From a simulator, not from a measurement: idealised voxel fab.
The following process module bears the name voxel wiring stack.
Pictured: cross-section cut, 195 nm wide, on a grid of 5 nm square cells.
Cross-sections here: square-cell grids, written as top-down lists of bands, a band being one or more rows of cells.
This entry defines a band. It first specifies the height of the band's top and the height of its bottom in nm, and then specifies the band's materials from left to right, stating each material with its width in nm. The word "edge to edge" identifies a single material that fills the band from edge to edge, while the word "empty" identifies empty space.
Below 0: as-received wafer, all one material; heights counted from there. Lowest band: no bottom, goes on down, written "from 0 down".
A width given as "30 to 40" starts at the first number in the band's top row and ends at the second number in its bottom row, shifting by an equal amount at every step from row to row.
No cell of the cross-section changed in a step that is given as "all unchanged".
If an empty space has no open way to the top and is at least 8 cells in size, "Completely enclosed voids" lists it, written width x height at distance, where distance is measured from the left edge and every value is in nm.
That trailing text on a step's line, after the settings, is the simulator's own remark on the step.
Each step line may optionally specify "overlay nm", which for a step with a mask gives the rightward distance between the mask's planned place and where it lay, a negative value indicating the leftward direction.
## So here's the lineup of process steps we planned
1,RECEIVE (material Si)
2,CONFORMAL_DEP (material SiO2; thk nm 15)
3,DIRECTIONAL_DEP (material TiN; thk nm 5)
4,DIRECTIONAL_DEP (material Ru; thk nm 25)
5,PATTERN (tone cover; mask id METAL_1; material resist; width nm 30; pitch nm 45; thk nm 20; overlay nm 0)
6,DIRECTIONAL_ETCH (etch materials Ru; depth nm 25)
7,DIRECTIONAL_ETCH (etch materials TiN; depth nm 5)
8,STRIP (etch materials resist)
9,CONFORMAL_DEP (material SiN; thk nm 5)
10,FILL_DEP (material lowk; thk nm 10)
11,CMP (height nm 45)
12,CONFORMAL_DEP (material SiCN; thk nm 5)
13,DIRECTIONAL_DEP (material lowk; thk nm 15)
14,PATTERN (tone open; mask id PLUG_1; material resist; width nm 15; pitch nm 90; thk nm 15; overlay nm 0)
15,DIRECTIONAL_ETCH (etch materials lowk; depth nm 15)
16,DIRECTIONAL_ETCH (etch materials SiCN; depth nm 5)
17,STRIP (etch materials resist)
18,CONFORMAL_DEP (material TiN; thk nm 5)
19,FILL_DEP (material Cu; thk nm 10)
20,CMP (height nm 65)
21,CONFORMAL_DEP (material SiCN; thk nm 5)
22,DIRECTIONAL_DEP (material SiO2; thk nm 15)
23,MASKED_ETCH (tone open; mask id METAL_2; width nm 30; pitch nm 45; etch materials SiO2; depth nm 15; overlay nm 0)
24,MASKED_ETCH (tone open; mask id METAL_2; width nm 30; pitch nm 45; etch materials SiCN; depth nm 5; overlay nm 0)
25,CONFORMAL_DEP (material TiN; thk nm 5)
26,FILL_DEP (material W; thk nm 5)
27,CMP (height nm 85)
28,CONFORMAL_DEP (material SiCN; thk nm 5)
29,DIRECTIONAL_DEP (material lowk; thk nm 35)
30,PATTERN (tone open; mask id METAL_3; material resist; width nm 30; pitch nm 45; thk nm 15; overlay nm 0)
31,DIRECTIONAL_ETCH (etch materials lowk; depth nm 20)
32,STRIP (etch materials resist)
33,PATTERN (tone open; mask id METAL_3_HOLES; material resist; width nm 15; pitch nm 90; thk nm 20; overlay nm 0)
34,DIRECTIONAL_ETCH (etch materials lowk; depth nm 15)
35,DIRECTIONAL_ETCH (etch materials SiCN; depth nm 5)
36,STRIP (etch materials resist)
37,CONFORMAL_DEP (material TiN; thk nm 5)
38,FILL_DEP (material Cu; thk nm 10)
39,CMP (height nm 125)
40,CONFORMAL_DEP (material SiCN; thk nm 5)
## Incoming wafer, cross-sectional view, post step 1
* from 0 down | Si edge to edge
* Completely enclosed voids: none
## The following cross-section depicts the wafer upon conclusion of the module. Processing commenced from the starting condition illustrated above and adhered to the plan illustrated above, save for one mistake in execution
* from 130 to 125 | SiCN edge to edge
* from 125 to 110 | lowk (35) / TiN (5) / Cu (20) / TiN (5) / lowk (15) / TiN (5) / Cu (20) / TiN (5) / lowk (15) / TiN (5) / Cu (20) / TiN (5) / lowk (40)
* from 110 to 105 | lowk (35) / TiN (15) / Cu (5) / TiN (10) / lowk (15) / TiN (30) / lowk (15) / TiN (15) / Cu (5) / TiN (10) / lowk (40)
* from 105 to 90 | lowk (45) / TiN (5) / Cu (5) / TiN (5) / lowk (75) / TiN (5) / Cu (5) / TiN (5) / lowk (45)
* from 90 to 85 | SiCN (45) / TiN (15) / SiCN (75) / TiN (15) / SiCN (45)
* from 85 to 70 | SiO2 (35) / TiN (5) / W (20) / TiN (5) / SiO2 (15) / TiN (5) / W (20) / TiN (5) / SiO2 (15) / TiN (5) / W (20) / TiN (5) / SiO2 (40)
* from 70 to 65 | SiCN (35) / TiN (30) / SiCN (15) / TiN (30) / SiCN (15) / TiN (30) / SiCN (40)
* from 65 to 50 | lowk (35) / TiN (5) / Cu (5) / TiN (5) / lowk (75) / TiN (5) / Cu (5) / TiN (5) / lowk (55)
* from 50 to 45 | SiCN (35) / TiN (15) / SiCN (75) / TiN (15) / SiCN (55)
* from 45 to 20 | lowk (30) / SiN (5) / Ru (30) / SiN (5) / lowk (5) / SiN (5) / Ru (30) / SiN (5) / lowk (5) / SiN (5) / Ru (30) / SiN (5) / lowk (35)
* from 20 to 15 | SiN (35) / TiN (30) / SiN (15) / TiN (30) / SiN (15) / TiN (30) / SiN (40)
* from 15 to 0 | SiO2 edge to edge
* from 0 down | Si edge to edge
* Completely enclosed voids: none
Deviation from plan: step 33 changed vs plan, executed as PATTERN (tone open; mask id METAL_3_HOLES; material resist; width nm 15; pitch nm 90; thk nm 20; overlay nm 10)
